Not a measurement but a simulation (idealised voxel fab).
process module | voxel self aligned contacts
cross-section cut | 200 nm wide | cells 5 nm
A cross-section is a grid of square cells, given in bands from the top down. A band is one or more rows of cells.
Each band's line starts with the height of the band's top and of its bottom, in nm. Then come its materials from left to right, each with its width in nm. One material with "throughout" fills the band from edge to edge. "air" is empty space.
Height 0 is the level under which the wafer as received is all one material. The lowest band goes on downwards, as in "0 down".
A width such as "30 to 40" changes by the same amount from each row of cells to the next, from the band's top row to its bottom row.
"no change" after a step means that no cell of the cross-section changed.
closed voids: empty space of 8 cells or more with no open way to the top, each as width x height at its distance from the left edge, in nm
after a step's settings: what the simulator itself notes on the step
overlay nm, on a step with a mask: how far to the right of its planned place the mask lay; to the left if negative
plan
1 op RECEIVE | material Si
2 op OXIDIZE | depth nm 5
3 op DIRECTIONAL_DEP | material polySi | thk nm 20
4 op DIRECTIONAL_DEP | material SiN | thk nm 25
5 op PATTERN | tone cover | mask id GATE | material resist | width nm 30 | pitch nm 70 | thk nm 20 | overlay nm 0
6 op DIRECTIONAL_ETCH | etch materials SiN | depth nm 25
7 op DIRECTIONAL_ETCH | etch materials polySi | depth nm 20
8 op STRIP | etch materials resist
9 op CONFORMAL_DEP | material SiN | thk nm 10
10 op DIRECTIONAL_ETCH | etch materials SiN | depth nm 10
11 op FILL_DEP | material SiO2 | thk nm 15
12 op CMP | height nm 50
13 op MASKED_ETCH | tone open | mask id CONTACT | width nm 50 | pitch nm 70 | etch materials SiO2 | depth nm 55 | overlay nm 0
14 op CONFORMAL_DEP | material TiN | thk nm 5
15 op FILL_DEP | material W | thk nm 5
16 op CMP | height nm 50
17 op CONFORMAL_DEP | material SiCN | thk nm 5
as received, after step 1
  0 down: Si throughout
  closed voids: none
first wafer at the end, as planned
  55 to 50: SiCN throughout
  50 to 45: SiO2 40 | TiN 20 | W 10 | TiN 20 | SiO2 20 | TiN 20 | W 10 | TiN 20 | SiO2 40
  45 to 20: SiO2 5 | SiN 50 | TiN 5 | W 10 | TiN 5 | SiN 50 | TiN 5 | W 10 | TiN 5 | SiN 50 | SiO2 5
  20 to 0: SiO2 5 | SiN 10 | polySi 30 | SiN 10 | TiN 5 | W 10 | TiN 5 | SiN 10 | polySi 30 | SiN 10 | TiN 5 | W 10 | TiN 5 | SiN 10 | polySi 30 | SiN 10 | SiO2 5
  0 to -5: SiO2 55 | TiN 20 | SiO2 50 | TiN 20 | SiO2 55
  -5 down: Si throughout
  closed voids: none
second wafer at the end: like start, like plan, one mistake
  55 to 50: SiCN throughout
  50 to 45: SiO2 40 | TiN 20 | W 10 | TiN 20 | SiO2 20 | TiN 20 | W 10 | TiN 20 | SiO2 40
  45 to 30: SiO2 5 | SiN 10 | polySi 30 | SiN 10 | TiN 5 | W 10 | TiN 5 | SiN 10 | polySi 30 | SiN 10 | TiN 5 | W 10 | TiN 5 | SiN 10 | polySi 30 | SiN 10 | SiO2 5
  30 to 25: SiO2 5 | SiN 10 | polySi 30 | SiN 10 | TiN 20 | SiN 10 | polySi 30 | SiN 10 | TiN 20 | SiN 10 | polySi 30 | SiN 10 | SiO2 5
  25 to 0: SiN throughout
  0 to -5: SiO2 throughout
  -5 down: Si throughout
  closed voids: none
what went wrong: steps 3 and 4 were swapped
at the end the second wafer has, in cells: 50 more of SiN | 2 fewer of SiO2 | 24 fewer of TiN | 24 fewer of W
